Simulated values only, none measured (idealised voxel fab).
Title: Process Module voxel capacitor over wiring
FYI the section here is cut, 230 nm wide, cells are 5 nm squares.
In what follows, cross-sections appear as grids of square cells, described through bands that run from the top down, where every band is one or more rows of cells.
Basically the band line says how high the top is and how high the bottom is, in nm, and then what's in it from left to right, every material with its width in nm. Empty space shows up as "air", and if a single material carries "edge to edge" it runs the full band edge to edge.
Ref level 0: as-received wafer is one material below here. Bottom band extends down with no lower bound ("top 0, no bottom").
A two-number width, for instance "30->40", indicates that the width is equal to the first number in the top row of the band and to the second number in the bottom row, and that it changes by a constant amount per row of cells.
Where the words "nothing different" appear for a step, the cross-section shows no cell changed by that step; every cell remained as before.
Empty spaces without an open route to the top, at least 8 cells in extent, make up the entry "Closed voids list"; each is given as width x height at distance, where the distance is measured from the left edge, and all are in nm.
Heads up: the bit after the settings on a step's line is the simulator's remark on that step.
overlay nm: step with mask; distance mask lay right of planned place; negative value = left of planned place.
**So here's the lineup of process steps we planned**
1 RECEIVE,material Si
2 CONFORMAL_DEP,material SiO2,thk nm 10
3 CONFORMAL_DEP,material SiCN,thk nm 5
4 DIRECTIONAL_DEP,material SiO2,thk nm 20
5 DIRECTIONAL_DEP,material aC,thk nm 15
6 PATTERN,tone open,mask id METAL_1,material resist,width nm 30,pitch nm 95,thk nm 35,overlay nm 0
7 DIRECTIONAL_ETCH,etch materials aC,depth nm 15
8 STRIP,etch materials resist
9 DIRECTIONAL_ETCH,etch materials SiO2,depth nm 20
10 DIRECTIONAL_ETCH,etch materials SiCN,depth nm 5
11 STRIP,etch materials aC
12 CONFORMAL_DEP,material TiN,thk nm 5
13 FILL_DEP,material Ru,thk nm 5
14 CMP,height nm 35
15 CONFORMAL_DEP,material SiCN,thk nm 5
16 DIRECTIONAL_DEP,material lowk,thk nm 15
17 DIRECTIONAL_DEP,material aC,thk nm 10
18 PATTERN,tone open,mask id PLUG_1,material resist,width nm 15,thk nm 30,overlay nm 0
19 DIRECTIONAL_ETCH,etch materials aC,depth nm 10
20 STRIP,etch materials resist
21 DIRECTIONAL_ETCH,etch materials lowk,depth nm 15
22 DIRECTIONAL_ETCH,etch materials SiCN,depth nm 5
23 STRIP,etch materials aC
24 EPI,material Ru,thk nm 10
25 EPI,material Ru,thk nm 10
26 DIRECTIONAL_DEP,material TiN,thk nm 10
27 DIRECTIONAL_DEP,material SiN,thk nm 5
28 DIRECTIONAL_DEP,material TiN,thk nm 10
29 MASKED_ETCH,tone cover,mask id UPPER_PLATE,width nm 70,etch materials TiN,depth nm 10,overlay nm 0
30 MASKED_ETCH,tone cover,mask id UPPER_PLATE,width nm 70,etch materials SiN,depth nm 5,overlay nm 0
31 DIRECTIONAL_DEP,material aC,thk nm 10
32 PATTERN,tone cover,mask id LOWER_PLATE,material resist,width nm 80,thk nm 25,overlay nm 0
33 DIRECTIONAL_ETCH,etch materials aC,depth nm 10
34 STRIP,etch materials resist
35 DIRECTIONAL_ETCH,etch materials TiN,depth nm 10
36 STRIP,etch materials aC
37 FILL_DEP,material SiO2,thk nm 15
38 CMP,height nm 90
39 DIRECTIONAL_DEP,material aC,thk nm 15
40 PATTERN,tone open,mask id PLUG_2,material resist,width nm 15,thk nm 35,overlay nm 0
41 DIRECTIONAL_ETCH,etch materials aC,depth nm 15
42 STRIP,etch materials resist
43 DIRECTIONAL_ETCH,etch materials SiO2,depth nm 10
44 STRIP,etch materials aC
45 CONFORMAL_DEP,material TiN,thk nm 5
46 FILL_DEP,material W,thk nm 5
47 CMP,height nm 90
48 CONFORMAL_DEP,material SiN,thk nm 5
**What follows covers the first of two wafers; it ran as planned**
**So this is the incoming wafer in cross-section - it's already been through step 1**
top 0, no bottom: Si edge to edge
Closed voids list: none
**Take a look at the wafer's cross-section after step 2**
top 10, bottom 0: SiO2 edge to edge
Whatever lies below 0 is exactly as it was before.
**Take a look at the wafer's cross-section after step 3**
top 15, bottom 10: SiCN edge to edge
Whatever lies below 10 is exactly as it was before.
**Take a look at the wafer's cross-section after step 4**
top 35, bottom 15: SiO2 edge to edge
Whatever lies below 15 is exactly as it was before.
**Take a look at the wafer's cross-section after step 5**
top 50, bottom 35: aC edge to edge
Whatever lies below 35 is exactly as it was before.
**Take a look at the wafer's cross-section after step 6**
top 85, bottom 50: 50 nm resist | 30 nm air | 65 nm resist | 30 nm air | 55 nm resist
Whatever lies below 50 is exactly as it was before.
**Take a look at the wafer's cross-section after step 7**
top 70, bottom 50: 50 nm resist | 30 nm air | 65 nm resist | 30 nm air | 55 nm resist
top 50, bottom 35: 50 nm aC | 30 nm air | 65 nm aC | 30 nm air | 55 nm aC
Whatever lies below 35 is exactly as it was before.
**Take a look at the wafer's cross-section after step 8**
top 50, bottom 35: 50 nm aC | 30 nm air | 65 nm aC | 30 nm air | 55 nm aC
Whatever lies below 35 is exactly as it was before.
**Take a look at the wafer's cross-section after step 9**
top 50, bottom 35: 50 nm aC | 30 nm air | 65 nm aC | 30 nm air | 55 nm aC
top 35, bottom 15: 50 nm SiO2 | 30 nm air | 65 nm SiO2 | 30 nm air | 55 nm SiO2
Whatever lies below 15 is exactly as it was before.
**Take a look at the wafer's cross-section after step 10**
top 50, bottom 35: 50 nm aC | 30 nm air | 65 nm aC | 30 nm air | 55 nm aC
top 35, bottom 15: 50 nm SiO2 | 30 nm air | 65 nm SiO2 | 30 nm air | 55 nm SiO2
top 15, bottom 10: 50 nm SiCN | 30 nm air | 65 nm SiCN | 30 nm air | 55 nm SiCN
Whatever lies below 10 is exactly as it was before.
**Take a look at the wafer's cross-section after step 11**
top 35, bottom 15: 50 nm SiO2 | 30 nm air | 65 nm SiO2 | 30 nm air | 55 nm SiO2
Whatever lies below 15 is exactly as it was before.
**Take a look at the wafer's cross-section after step 12**
top 40, bottom 35: 55 nm TiN | 20 nm air | 75 nm TiN | 20 nm air | 60 nm TiN
top 35, bottom 15: 50 nm SiO2 | 5 nm TiN | 20 nm air | 5 nm TiN | 65 nm SiO2 | 5 nm TiN | 20 nm air | 5 nm TiN | 55 nm SiO2
top 15, bottom 10: 50 nm SiCN | 30 nm TiN | 65 nm SiCN | 30 nm TiN | 55 nm SiCN
Whatever lies below 10 is exactly as it was before.
**Take a look at the wafer's cross-section after step 13**
top 45, bottom 40: Ru edge to edge
top 40, bottom 35: 55 nm TiN | 20 nm Ru | 75 nm TiN | 20 nm Ru | 60 nm TiN
top 35, bottom 15: 50 nm SiO2 | 5 nm TiN | 20 nm Ru | 5 nm TiN | 65 nm SiO2 | 5 nm TiN | 20 nm Ru | 5 nm TiN | 55 nm SiO2
Whatever lies below 15 is exactly as it was before.
**Take a look at the wafer's cross-section after step 14**
top 35, bottom 15: 50 nm SiO2 | 5 nm TiN | 20 nm Ru | 5 nm TiN | 65 nm SiO2 | 5 nm TiN | 20 nm Ru | 5 nm TiN | 55 nm SiO2
Whatever lies below 15 is exactly as it was before.
**Take a look at the wafer's cross-section after step 15**
top 40, bottom 35: SiCN edge to edge
Whatever lies below 35 is exactly as it was before.
**Take a look at the wafer's cross-section after step 16**
top 55, bottom 40: lowk edge to edge
Whatever lies below 40 is exactly as it was before.
**Take a look at the wafer's cross-section after step 17**
top 65, bottom 55: aC edge to edge
Whatever lies below 55 is exactly as it was before.
**Take a look at the wafer's cross-section after step 18**
top 95, bottom 65: 65 nm resist | 15 nm air | 150 nm resist
Whatever lies below 65 is exactly as it was before.
**Take a look at the wafer's cross-section after step 19**
top 85, bottom 65: 65 nm resist | 15 nm air | 150 nm resist
top 65, bottom 55: 65 nm aC | 15 nm air | 150 nm aC
Whatever lies below 55 is exactly as it was before.
**Take a look at the wafer's cross-section after step 20**
top 65, bottom 55: 65 nm aC | 15 nm air | 150 nm aC
Whatever lies below 55 is exactly as it was before.
**Take a look at the wafer's cross-section after step 21**
top 65, bottom 55: 65 nm aC | 15 nm air | 150 nm aC
top 55, bottom 40: 65 nm lowk | 15 nm air | 150 nm lowk
Whatever lies below 40 is exactly as it was before.
**Take a look at the wafer's cross-section after step 22**
top 65, bottom 55: 65 nm aC | 15 nm air | 150 nm aC
top 55, bottom 40: 65 nm lowk | 15 nm air | 150 nm lowk
top 40, bottom 35: 65 nm SiCN | 15 nm air | 150 nm SiCN
Whatever lies below 35 is exactly as it was before.
**Take a look at the wafer's cross-section after step 23**
top 55, bottom 40: 65 nm lowk | 15 nm air | 150 nm lowk
Whatever lies below 40 is exactly as it was before.
**Take a look at the wafer's cross-section after step 24**
top 55, bottom 45: 65 nm lowk | 15 nm air | 150 nm lowk
top 45, bottom 40: 65 nm lowk | 15 nm Ru | 150 nm lowk
top 40, bottom 35: 65 nm SiCN | 15 nm Ru | 150 nm SiCN
Whatever lies below 35 is exactly as it was before.
**Take a look at the wafer's cross-section after step 25**
top 55, bottom 40: 65 nm lowk | 15 nm Ru | 150 nm lowk
Whatever lies below 40 is exactly as it was before.
**Take a look at the wafer's cross-section after step 26**
top 65, bottom 55: TiN edge to edge
Whatever lies below 55 is exactly as it was before.
**Take a look at the wafer's cross-section after step 27**
top 70, bottom 65: SiN edge to edge
Whatever lies below 65 is exactly as it was before.
**Take a look at the wafer's cross-section after step 28**
top 80, bottom 70: TiN edge to edge
Whatever lies below 70 is exactly as it was before.
**Take a look at the wafer's cross-section after step 29**
top 80, bottom 70: 65 nm air | 70 nm TiN | 95 nm air
Whatever lies below 70 is exactly as it was before.
**Take a look at the wafer's cross-section after step 30**
top 80, bottom 70: 65 nm air | 70 nm TiN | 95 nm air
top 70, bottom 65: 65 nm air | 70 nm SiN | 95 nm air
Whatever lies below 65 is exactly as it was before.
**Take a look at the wafer's cross-section after step 31**
top 90, bottom 80: 65 nm air | 70 nm aC | 95 nm air
top 80, bottom 75: 65 nm air | 70 nm TiN | 95 nm air
top 75, bottom 70: 65 nm aC | 70 nm TiN | 95 nm aC
top 70, bottom 65: 65 nm aC | 70 nm SiN | 95 nm aC
Whatever lies below 65 is exactly as it was before.
**Take a look at the wafer's cross-section after step 32**
top 115, bottom 90: 60 nm air | 80 nm resist | 90 nm air
top 90, bottom 80: 60 nm air | 5 nm resist | 70 nm aC | 5 nm resist | 90 nm air
top 80, bottom 75: 60 nm air | 5 nm resist | 70 nm TiN | 5 nm resist | 90 nm air
Whatever lies below 75 is exactly as it was before.
**Take a look at the wafer's cross-section after step 33**
top 105, bottom 90: 60 nm air | 80 nm resist | 90 nm air
top 90, bottom 80: 60 nm air | 5 nm resist | 70 nm aC | 5 nm resist | 90 nm air
top 80, bottom 75: 60 nm air | 5 nm resist | 70 nm TiN | 5 nm resist | 90 nm air
top 75, bottom 70: 60 nm air | 5 nm aC | 70 nm TiN | 5 nm aC | 90 nm air
top 70, bottom 65: 60 nm air | 5 nm aC | 70 nm SiN | 5 nm aC | 90 nm air
Whatever lies below 65 is exactly as it was before.
**Take a look at the wafer's cross-section after step 34**
top 90, bottom 80: 65 nm air | 70 nm aC | 95 nm air
top 80, bottom 75: 65 nm air | 70 nm TiN | 95 nm air
Whatever lies below 75 is exactly as it was before.
**Take a look at the wafer's cross-section after step 35**
top 90, bottom 80: 65 nm air | 70 nm aC | 95 nm air
top 80, bottom 75: 65 nm air | 70 nm TiN | 95 nm air
top 75, bottom 70: 60 nm air | 5 nm aC | 70 nm TiN | 5 nm aC | 90 nm air
top 70, bottom 65: 60 nm air | 5 nm aC | 70 nm SiN | 5 nm aC | 90 nm air
top 65, bottom 55: 60 nm air | 80 nm TiN | 90 nm air
Whatever lies below 55 is exactly as it was before.
**Take a look at the wafer's cross-section after step 36**
top 80, bottom 70: 65 nm air | 70 nm TiN | 95 nm air
top 70, bottom 65: 65 nm air | 70 nm SiN | 95 nm air
Whatever lies below 65 is exactly as it was before.
**Take a look at the wafer's cross-section after step 37**
top 95, bottom 80: SiO2 edge to edge
top 80, bottom 70: 65 nm SiO2 | 70 nm TiN | 95 nm SiO2
top 70, bottom 65: 65 nm SiO2 | 70 nm SiN | 95 nm SiO2
top 65, bottom 55: 60 nm SiO2 | 80 nm TiN | 90 nm SiO2
Whatever lies below 55 is exactly as it was before.
**Take a look at the wafer's cross-section after step 38**
top 90, bottom 80: SiO2 edge to edge
Whatever lies below 80 is exactly as it was before.
**Take a look at the wafer's cross-section after step 39**
top 105, bottom 90: aC edge to edge
Whatever lies below 90 is exactly as it was before.
**Take a look at the wafer's cross-section after step 40**
top 140, bottom 105: 75 nm resist | 15 nm air | 140 nm resist
Whatever lies below 105 is exactly as it was before.
**Take a look at the wafer's cross-section after step 41**
top 125, bottom 105: 75 nm resist | 15 nm air | 140 nm resist
top 105, bottom 90: 75 nm aC | 15 nm air | 140 nm aC
Whatever lies below 90 is exactly as it was before.
**Take a look at the wafer's cross-section after step 42**
top 105, bottom 90: 75 nm aC | 15 nm air | 140 nm aC
Whatever lies below 90 is exactly as it was before.
**Take a look at the wafer's cross-section after step 43**
top 105, bottom 90: 75 nm aC | 15 nm air | 140 nm aC
top 90, bottom 80: 75 nm SiO2 | 15 nm air | 140 nm SiO2
Whatever lies below 80 is exactly as it was before.
**Take a look at the wafer's cross-section after step 44**
top 90, bottom 80: 75 nm SiO2 | 15 nm air | 140 nm SiO2
Whatever lies below 80 is exactly as it was before.
**Take a look at the wafer's cross-section after step 45**
top 95, bottom 90: 80 nm TiN | 5 nm air | 145 nm TiN
top 90, bottom 85: 75 nm SiO2 | 5 nm TiN | 5 nm air | 5 nm TiN | 140 nm SiO2
top 85, bottom 80: 75 nm SiO2 | 15 nm TiN | 140 nm SiO2
Whatever lies below 80 is exactly as it was before.
**Take a look at the wafer's cross-section after step 46**
top 100, bottom 95: W edge to edge
top 95, bottom 90: 80 nm TiN | 5 nm W | 145 nm TiN
top 90, bottom 85: 75 nm SiO2 | 5 nm TiN | 5 nm W | 5 nm TiN | 140 nm SiO2
Whatever lies below 85 is exactly as it was before.
**Take a look at the wafer's cross-section after step 47**
top 90, bottom 85: 75 nm SiO2 | 5 nm TiN | 5 nm W | 5 nm TiN | 140 nm SiO2
Whatever lies below 85 is exactly as it was before.
**Take a look at the wafer's cross-section after step 48**
top 95, bottom 90: SiN edge to edge
Whatever lies below 90 is exactly as it was before.
**Here the second wafer is described. Its start and its plan were those of the first wafer. Its run contained one mistake. Up to and including step 17, it did exactly what the first wafer did**
**What the second wafer looks like in cross-section when step 18 should have wrapped up**
top 95, bottom 65: 60 nm resist | 15 nm air | 155 nm resist
Whatever lies below 65 is exactly as it was before.
**What the second wafer looks like in cross-section when step 19 should have wrapped up**
top 85, bottom 65: 60 nm resist | 15 nm air | 155 nm resist
top 65, bottom 55: 60 nm aC | 15 nm air | 155 nm aC
Whatever lies below 55 is exactly as it was before.
**What the second wafer looks like in cross-section when step 20 should have wrapped up**
top 65, bottom 55: 60 nm aC | 15 nm air | 155 nm aC
Whatever lies below 55 is exactly as it was before.
**What the second wafer looks like in cross-section when step 21 should have wrapped up**
top 65, bottom 55: 60 nm aC | 15 nm air | 155 nm aC
top 55, bottom 40: 60 nm lowk | 15 nm air | 155 nm lowk
Whatever lies below 40 is exactly as it was before.
**What the second wafer looks like in cross-section when step 22 should have wrapped up**
top 65, bottom 55: 60 nm aC | 15 nm air | 155 nm aC
top 55, bottom 40: 60 nm lowk | 15 nm air | 155 nm lowk
top 40, bottom 35: 60 nm SiCN | 15 nm air | 155 nm SiCN
Whatever lies below 35 is exactly as it was before.
**What the second wafer looks like in cross-section when step 23 should have wrapped up**
top 55, bottom 40: 60 nm lowk | 15 nm air | 155 nm lowk
Whatever lies below 40 is exactly as it was before.
**What the second wafer looks like in cross-section when step 24 should have wrapped up**
top 55, bottom 45: 60 nm lowk | 15 nm air | 155 nm lowk
top 45, bottom 40: 60 nm lowk | 15 nm Ru | 155 nm lowk
top 40, bottom 35: 60 nm SiCN | 15 nm Ru | 155 nm SiCN
Whatever lies below 35 is exactly as it was before.
**What the second wafer looks like in cross-section when step 25 should have wrapped up**
top 55, bottom 40: 60 nm lowk | 15 nm Ru | 155 nm lowk
Whatever lies below 40 is exactly as it was before.
**What the second wafer looks like in cross-section when step 26 should have wrapped up**
top 65, bottom 55: TiN edge to edge
Whatever lies below 55 is exactly as it was before.
**What the second wafer looks like in cross-section when step 27 should have wrapped up**
top 70, bottom 65: SiN edge to edge
Whatever lies below 65 is exactly as it was before.
**What the second wafer looks like in cross-section when step 28 should have wrapped up**
top 80, bottom 70: TiN edge to edge
Whatever lies below 70 is exactly as it was before.
**What the second wafer looks like in cross-section when step 29 should have wrapped up**
top 80, bottom 70: 65 nm air | 70 nm TiN | 95 nm air
Whatever lies below 70 is exactly as it was before.
**What the second wafer looks like in cross-section when step 30 should have wrapped up**
top 80, bottom 70: 65 nm air | 70 nm TiN | 95 nm air
top 70, bottom 65: 65 nm air | 70 nm SiN | 95 nm air
Whatever lies below 65 is exactly as it was before.
**What the second wafer looks like in cross-section when step 31 should have wrapped up**
top 90, bottom 80: 65 nm air | 70 nm aC | 95 nm air
top 80, bottom 75: 65 nm air | 70 nm TiN | 95 nm air
top 75, bottom 70: 65 nm aC | 70 nm TiN | 95 nm aC
top 70, bottom 65: 65 nm aC | 70 nm SiN | 95 nm aC
Whatever lies below 65 is exactly as it was before.
**What the second wafer looks like in cross-section when step 32 should have wrapped up**
top 115, bottom 90: 60 nm air | 80 nm resist | 90 nm air
top 90, bottom 80: 60 nm air | 5 nm resist | 70 nm aC | 5 nm resist | 90 nm air
top 80, bottom 75: 60 nm air | 5 nm resist | 70 nm TiN | 5 nm resist | 90 nm air
Whatever lies below 75 is exactly as it was before.
**What the second wafer looks like in cross-section when step 33 should have wrapped up**
top 105, bottom 90: 60 nm air | 80 nm resist | 90 nm air
top 90, bottom 80: 60 nm air | 5 nm resist | 70 nm aC | 5 nm resist | 90 nm air
top 80, bottom 75: 60 nm air | 5 nm resist | 70 nm TiN | 5 nm resist | 90 nm air
top 75, bottom 70: 60 nm air | 5 nm aC | 70 nm TiN | 5 nm aC | 90 nm air
top 70, bottom 65: 60 nm air | 5 nm aC | 70 nm SiN | 5 nm aC | 90 nm air
Whatever lies below 65 is exactly as it was before.
**What the second wafer looks like in cross-section when step 34 should have wrapped up**
top 90, bottom 80: 65 nm air | 70 nm aC | 95 nm air
top 80, bottom 75: 65 nm air | 70 nm TiN | 95 nm air
Whatever lies below 75 is exactly as it was before.
**What the second wafer looks like in cross-section when step 35 should have wrapped up**
top 90, bottom 80: 65 nm air | 70 nm aC | 95 nm air
top 80, bottom 75: 65 nm air | 70 nm TiN | 95 nm air
top 75, bottom 70: 60 nm air | 5 nm aC | 70 nm TiN | 5 nm aC | 90 nm air
top 70, bottom 65: 60 nm air | 5 nm aC | 70 nm SiN | 5 nm aC | 90 nm air
top 65, bottom 55: 60 nm air | 80 nm TiN | 90 nm air
Whatever lies below 55 is exactly as it was before.
**What the second wafer looks like in cross-section when step 36 should have wrapped up**
top 80, bottom 70: 65 nm air | 70 nm TiN | 95 nm air
top 70, bottom 65: 65 nm air | 70 nm SiN | 95 nm air
Whatever lies below 65 is exactly as it was before.
**What the second wafer looks like in cross-section when step 37 should have wrapped up**
top 95, bottom 80: SiO2 edge to edge
top 80, bottom 70: 65 nm SiO2 | 70 nm TiN | 95 nm SiO2
top 70, bottom 65: 65 nm SiO2 | 70 nm SiN | 95 nm SiO2
top 65, bottom 55: 60 nm SiO2 | 80 nm TiN | 90 nm SiO2
Whatever lies below 55 is exactly as it was before.
**What the second wafer looks like in cross-section when step 38 should have wrapped up**
top 90, bottom 80: SiO2 edge to edge
Whatever lies below 80 is exactly as it was before.
**What the second wafer looks like in cross-section when step 39 should have wrapped up**
top 105, bottom 90: aC edge to edge
Whatever lies below 90 is exactly as it was before.
**What the second wafer looks like in cross-section when step 40 should have wrapped up**
top 140, bottom 105: 75 nm resist | 15 nm air | 140 nm resist
Whatever lies below 105 is exactly as it was before.
**What the second wafer looks like in cross-section when step 41 should have wrapped up**
top 125, bottom 105: 75 nm resist | 15 nm air | 140 nm resist
top 105, bottom 90: 75 nm aC | 15 nm air | 140 nm aC
Whatever lies below 90 is exactly as it was before.
**What the second wafer looks like in cross-section when step 42 should have wrapped up**
top 105, bottom 90: 75 nm aC | 15 nm air | 140 nm aC
Whatever lies below 90 is exactly as it was before.
**What the second wafer looks like in cross-section when step 43 should have wrapped up**
top 105, bottom 90: 75 nm aC | 15 nm air | 140 nm aC
top 90, bottom 80: 75 nm SiO2 | 15 nm air | 140 nm SiO2
Whatever lies below 80 is exactly as it was before.
**What the second wafer looks like in cross-section when step 44 should have wrapped up**
top 90, bottom 80: 75 nm SiO2 | 15 nm air | 140 nm SiO2
Whatever lies below 80 is exactly as it was before.
**What the second wafer looks like in cross-section when step 45 should have wrapped up**
top 95, bottom 90: 80 nm TiN | 5 nm air | 145 nm TiN
top 90, bottom 85: 75 nm SiO2 | 5 nm TiN | 5 nm air | 5 nm TiN | 140 nm SiO2
top 85, bottom 80: 75 nm SiO2 | 15 nm TiN | 140 nm SiO2
Whatever lies below 80 is exactly as it was before.
**What the second wafer looks like in cross-section when step 46 should have wrapped up**
top 100, bottom 95: W edge to edge
top 95, bottom 90: 80 nm TiN | 5 nm W | 145 nm TiN
top 90, bottom 85: 75 nm SiO2 | 5 nm TiN | 5 nm W | 5 nm TiN | 140 nm SiO2
Whatever lies below 85 is exactly as it was before.
**What the second wafer looks like in cross-section when step 47 should have wrapped up**
top 90, bottom 85: 75 nm SiO2 | 5 nm TiN | 5 nm W | 5 nm TiN | 140 nm SiO2
Whatever lies below 85 is exactly as it was before.
**What the second wafer looks like in cross-section when step 48 should have wrapped up**
top 95, bottom 90: SiN edge to edge
Whatever lies below 90 is exactly as it was before.
Deviation from plan: contrary to plan, step 18 was performed as PATTERN,tone open,mask id PLUG_1,material resist,width nm 15,thk nm 30,overlay nm -5
In the final comparison it is observed that the number of cells assigned to each material is identical for the two wafers, whereas their placement is not.
